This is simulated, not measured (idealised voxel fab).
process module | voxel self aligned contacts
cross-section cut | 155 nm wide | cells 5 nm
A cross-section is a grid of square cells, given in bands from the top down. A band is one or more rows of cells.
Each band's line starts with the height of the band's top and of its bottom, in nm. Then come its materials from left to right, each with its width in nm. One material with "throughout" fills the band from edge to edge. "air" is empty space.
Height 0 is the level under which the wafer as received is all one material. The lowest band goes on downwards, as in "0 down".
A width such as "30 to 40" changes by the same amount from each row of cells to the next, from the band's top row to its bottom row.
"no change" after a step means that no cell of the cross-section changed.
closed voids: empty space of 8 cells or more with no open way to the top, each as width x height at its distance from the left edge, in nm
after a step's settings: what the simulator itself notes on the step
overlay nm, on a step with a mask: how far to the right of its planned place the mask lay; to the left if negative
plan
1 op RECEIVE | material Si
2 op OXIDIZE | depth nm 5
3 op DIRECTIONAL_DEP | material polySi | thk nm 30
4 op DIRECTIONAL_DEP | material SiN | thk nm 15
5 op PATTERN | tone cover | mask id GATE | material resist | width nm 25 | pitch nm 50 | thk nm 15 | overlay nm 0
6 op DIRECTIONAL_ETCH | etch materials SiN | depth nm 15
7 op DIRECTIONAL_ETCH | etch materials polySi | depth nm 30
8 op STRIP | etch materials resist
9 op CONFORMAL_DEP | material SiN | thk nm 5
10 op DIRECTIONAL_ETCH | etch materials SiN | depth nm 5
11 op FILL_DEP | material SiO2 | thk nm 15
12 op CMP | height nm 50
13 op PATTERN | tone open | mask id CONTACT | material resist | width nm 35 | thk nm 20 | overlay nm 0
14 op DIRECTIONAL_ETCH | etch materials SiO2 | depth nm 55
15 op STRIP | etch materials resist
16 op CONFORMAL_DEP | material TiN | thk nm 5
17 op FILL_DEP | material Ru | thk nm 10
18 op CMP | height nm 50
19 op CONFORMAL_DEP | material SiCN | thk nm 5
as received, after step 1
  0 down: Si throughout
  closed voids: none
first wafer at the end, as planned
  55 to 50: SiCN throughout
  50 to 45: SiO2 60 | TiN 15 | Ru 5 | TiN 15 | SiO2 60
  45 to 30: SiO2 35 | SiN 35 | TiN 5 | Ru 5 | TiN 5 | SiN 35 | SiO2 35
  30 to 0: SiO2 35 | SiN 5 | polySi 25 | SiN 5 | TiN 5 | Ru 5 | TiN 5 | SiN 5 | polySi 25 | SiN 5 | SiO2 35
  0 to -5: SiO2 70 | TiN 15 | SiO2 70
  -5 down: Si throughout
  closed voids: none
second wafer at the end: like start, like plan, one mistake
  55 to 50: SiCN throughout
  50 to 45: SiO2 60 | TiN 10 | Ru 15 | TiN 10 | SiO2 60
  45 to 30: SiO2 40 | SiN 25 | TiN 5 | Ru 15 | TiN 5 | SiN 25 | SiO2 40
  30 to 0: SiO2 40 | polySi 25 | TiN 5 | Ru 15 | TiN 5 | polySi 25 | SiO2 40
  0 to -5: SiO2 65 | TiN 25 | SiO2 65
  -5 down: Si throughout
  closed voids: none
what went wrong: step 9 ran as: op CONFORMAL_DEP | material SiO2 | thk nm 5
at the end the second wafer has, in cells: 20 more of Ru | 36 fewer of SiN | 16 more of SiO2
